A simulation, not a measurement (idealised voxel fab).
The following process module bears the name voxel wiring stack.
Section cut is 185 nm wide and gridded with 5 nm square cells.
For the purposes of this document, a cross-section shall be understood as a grid of square cells, specified as bands listed in top-to-bottom order, each band consisting of one or more rows of cells.
Basically the band line says how high the top is and how high the bottom is, in nm, and then what's in it from left to right, every material with its width in nm. Empty space shows up as "blank", and if a single material carries "throughout" it runs the full band edge to edge.
Where do heights start? At 0: under that level the wafer as delivered is made of one material only. And the lowest band has no floor; it just carries on downward, as in "0 down".
When a width is written as two numbers, as in "30->40", the first number is the width in the top row of cells of the band and the second is the width in its bottom row, and the width changes by the same amount from each row to the next.
Where the words "no alterations made" appear for a step, the cross-section shows no cell changed by that step; every cell remained as before.
"Fully closed voids": sealed empty spaces, 8 cells or more, no open way to top, listed width x height at distance, with distance from the left edge and width, height and distance in nm.
On each step's line, the part that comes after the settings is the simulator's own comment on the step.
Among the settings permitted on a step's line is "overlay nm"; applied to a step with a mask, it specifies the extent to which the mask lay to the right of its planned position, whereas a negative figure signifies a position to the left.

The process steps that were planned are listed below
| 1 | RECEIVE, material Si |
| 2 | CONFORMAL_DEP, material SiO2, thk nm 15 |
| 3 | DIRECTIONAL_DEP, material TiN, thk nm 5 |
| 4 | DIRECTIONAL_DEP, material W, thk nm 25 |
| 5 | DIRECTIONAL_DEP, material aC, thk nm 10 |
| 6 | PATTERN, tone cover, mask id METAL_1, material resist, width nm 25, pitch nm 55, thk nm 30, overlay nm 0 |
| 7 | DIRECTIONAL_ETCH, etch materials aC, depth nm 10 |
| 8 | STRIP, etch materials resist |
| 9 | DIRECTIONAL_ETCH, etch materials W, depth nm 25 |
| 10 | DIRECTIONAL_ETCH, etch materials TiN, depth nm 5 |
| 11 | STRIP, etch materials aC |
| 12 | CONFORMAL_DEP, material SiN, thk nm 5 |
| 13 | FILL_DEP, material lowk, thk nm 5 |
| 14 | CMP, height nm 45 |
| 15 | CONFORMAL_DEP, material SiCN, thk nm 5 |
| 16 | DIRECTIONAL_DEP, material lowk, thk nm 20 |
| 17 | DIRECTIONAL_DEP, material aC, thk nm 10 |
| 18 | PATTERN, tone open, mask id PLUG_1, material resist, width nm 15, pitch nm 110, thk nm 25, overlay nm 0 |
| 19 | DIRECTIONAL_ETCH, etch materials aC, depth nm 10 |
| 20 | STRIP, etch materials resist |
| 21 | DIRECTIONAL_ETCH, etch materials lowk, depth nm 20 |
| 22 | DIRECTIONAL_ETCH, etch materials SiCN, depth nm 5 |
| 23 | STRIP, etch materials aC |
| 24 | CONFORMAL_DEP, material TiN, thk nm 5 |
| 25 | FILL_DEP, material W, thk nm 5 |
| 26 | CMP, height nm 70 |
| 27 | CONFORMAL_DEP, material SiN, thk nm 5 |
| 28 | DIRECTIONAL_DEP, material lowk, thk nm 15 |
| 29 | MASKED_ETCH, tone open, mask id METAL_2, width nm 25, pitch nm 55, etch materials lowk, depth nm 15, overlay nm 0 |
| 30 | MASKED_ETCH, tone open, mask id METAL_2, width nm 25, pitch nm 55, etch materials SiN, depth nm 5, overlay nm 0 |
| 31 | CONFORMAL_DEP, material TiN, thk nm 5 |
| 32 | FILL_DEP, material Cu, thk nm 10 |
| 33 | CMP, height nm 90 |
| 34 | EPI, material Ru, thk nm 5 |
| 35 | FILL_DEP, material SiCN, thk nm 5 |
| 36 | DIRECTIONAL_DEP, material lowk, thk nm 10 |
| 37 | PATTERN, tone open, mask id PLUG_2, material resist, width nm 15, pitch nm 55, thk nm 15, overlay nm 0 |
| 38 | DIRECTIONAL_ETCH, etch materials lowk, depth nm 10 |
| 39 | DIRECTIONAL_ETCH, etch materials SiCN, depth nm 5 |
| 40 | STRIP, etch materials resist |
| 41 | CONFORMAL_DEP, material TiN, thk nm 5 |
| 42 | FILL_DEP, material W, thk nm 10 |
| 43 | CMP, height nm 110 |
| 44 | CONFORMAL_DEP, material SiCN, thk nm 5 |
| 45 | DIRECTIONAL_DEP, material lowk, thk nm 15 |
| 46 | MASKED_ETCH, tone open, mask id METAL_3, width nm 25, pitch nm 55, etch materials lowk, depth nm 15, overlay nm 0 |
| 47 | MASKED_ETCH, tone open, mask id METAL_3, width nm 25, pitch nm 55, etch materials SiCN, depth nm 5, overlay nm 0 |
| 48 | CONFORMAL_DEP, material TiN, thk nm 5 |
| 49 | FILL_DEP, material Ru, thk nm 10 |
| 50 | CMP, height nm 130 |
| 51 | EPI, material Ru, thk nm 5 |
| 52 | FILL_DEP, material SiCN, thk nm 5 |

Delivered wafer in cross-section: state after step 1
  0 down = Si throughout
  Fully closed voids: none

First wafer of two, sectioned at end of module; run went per plan
  140 to 135 = SiCN throughout
  135 to 130 = 20 of SiCN | 35 of Ru | 20 of SiCN | 35 of Ru | 20 of SiCN | 35 of Ru | 20 of SiCN
  130 to 115 = 25 of lowk | 5 of TiN | 15 of Ru | 5 of TiN | 30 of lowk | 5 of TiN | 15 of Ru | 5 of TiN | 30 of lowk | 5 of TiN | 15 of Ru | 5 of TiN | 25 of lowk
  115 to 110 = 25 of SiCN | 25 of TiN | 30 of SiCN | 25 of TiN | 30 of SiCN | 25 of TiN | 25 of SiCN
  110 to 100 = 25 of lowk | 5 of TiN | 5 of W | 5 of TiN | 40 of lowk | 5 of TiN | 5 of W | 5 of TiN | 40 of lowk | 5 of TiN | 5 of W | 5 of TiN | 35 of lowk
  100 to 95 = 25 of SiCN | 15 of TiN | 40 of SiCN | 15 of TiN | 40 of SiCN | 15 of TiN | 35 of SiCN
  95 to 90 = 20 of SiCN | 35 of Ru | 20 of SiCN | 35 of Ru | 20 of SiCN | 35 of Ru | 20 of SiCN
  90 to 75 = 25 of lowk | 5 of TiN | 15 of Cu | 5 of TiN | 30 of lowk | 5 of TiN | 15 of Cu | 5 of TiN | 30 of lowk | 5 of TiN | 15 of Cu | 5 of TiN | 25 of lowk
  75 to 70 = 25 of SiN | 25 of TiN | 30 of SiN | 25 of TiN | 30 of SiN | 25 of TiN | 25 of SiN
  70 to 50 = 25 of lowk | 5 of TiN | 5 of W | 5 of TiN | 95 of lowk | 5 of TiN | 5 of W | 5 of TiN | 35 of lowk
  50 to 45 = 25 of SiCN | 15 of TiN | 95 of SiCN | 15 of TiN | 35 of SiCN
  45 to 20 = 20 of lowk | 5 of SiN | 25 of W | 5 of SiN | 20 of lowk | 5 of SiN | 25 of W | 5 of SiN | 20 of lowk | 5 of SiN | 25 of W | 5 of SiN | 20 of lowk
  20 to 15 = 25 of SiN | 25 of TiN | 30 of SiN | 25 of TiN | 30 of SiN | 25 of TiN | 25 of SiN
  15 to 0 = SiO2 throughout
  0 down = Si throughout
  Fully closed voids: none

Cross-section at end of module for the second wafer of two, which matched the first in starting point and plan and differed by one mistake in its processing
  140 to 135 = SiCN throughout
  135 to 130 = 20 of SiCN | 35 of Ru | 20 of SiCN | 35 of Ru | 20 of SiCN | 35 of Ru | 20 of SiCN
  130 to 115 = 25 of lowk | 5 of TiN | 15 of Ru | 5 of TiN | 30 of lowk | 5 of TiN | 15 of Ru | 5 of TiN | 30 of lowk | 5 of TiN | 15 of Ru | 5 of TiN | 25 of lowk
  115 to 110 = 25 of SiCN | 25 of TiN | 30 of SiCN | 25 of TiN | 30 of SiCN | 25 of TiN | 25 of SiCN
  110 to 100 = 25 of lowk | 5 of TiN | 5 of W | 5 of TiN | 40 of lowk | 5 of TiN | 5 of W | 5 of TiN | 40 of lowk | 5 of TiN | 5 of W | 5 of TiN | 35 of lowk
  100 to 95 = 25 of SiCN | 15 of TiN | 40 of SiCN | 15 of TiN | 40 of SiCN | 15 of TiN | 35 of SiCN
  95 to 90 = 20 of SiCN | 35 of Ru | 20 of SiCN | 35 of Ru | 20 of SiCN | 35 of Ru | 20 of SiCN
  90 to 75 = 25 of lowk | 5 of TiN | 15 of Cu | 5 of TiN | 30 of lowk | 5 of TiN | 15 of Cu | 5 of TiN | 30 of lowk | 5 of TiN | 15 of Cu | 5 of TiN | 25 of lowk
  75 to 70 = 25 of SiN | 25 of TiN | 30 of SiN | 25 of TiN | 30 of SiN | 25 of TiN | 25 of SiN
  70 to 50 = 20 of W | 5 of TiN | 15 of lowk | 5 of TiN | 85 of W | 5 of TiN | 15 of lowk | 5 of TiN | 30 of W
  50 to 45 = 25 of TiN | 15 of SiCN | 95 of TiN | 15 of SiCN | 35 of TiN
  45 to 20 = 20 of lowk | 5 of SiN | 25 of W | 5 of SiN | 20 of lowk | 5 of SiN | 25 of W | 5 of SiN | 20 of lowk | 5 of SiN | 25 of W | 5 of SiN | 20 of lowk
  20 to 15 = 25 of SiN | 25 of TiN | 30 of SiN | 25 of TiN | 30 of SiN | 25 of TiN | 25 of SiN
  15 to 0 = SiO2 throughout
  0 down = Si throughout
  Fully closed voids: none
In executing the process, a mistake was made relative to the plan: step 18 was run on a setting that differed from the plan, and what really ran there is PATTERN, tone cover, mask id PLUG_1, material resist, width nm 15, pitch nm 110, thk nm 25, overlay nm 0
Final wafer comparison in cells, second versus first, more or fewer per material: -25 SiCN | +25 TiN | +100 W | -100 lowk
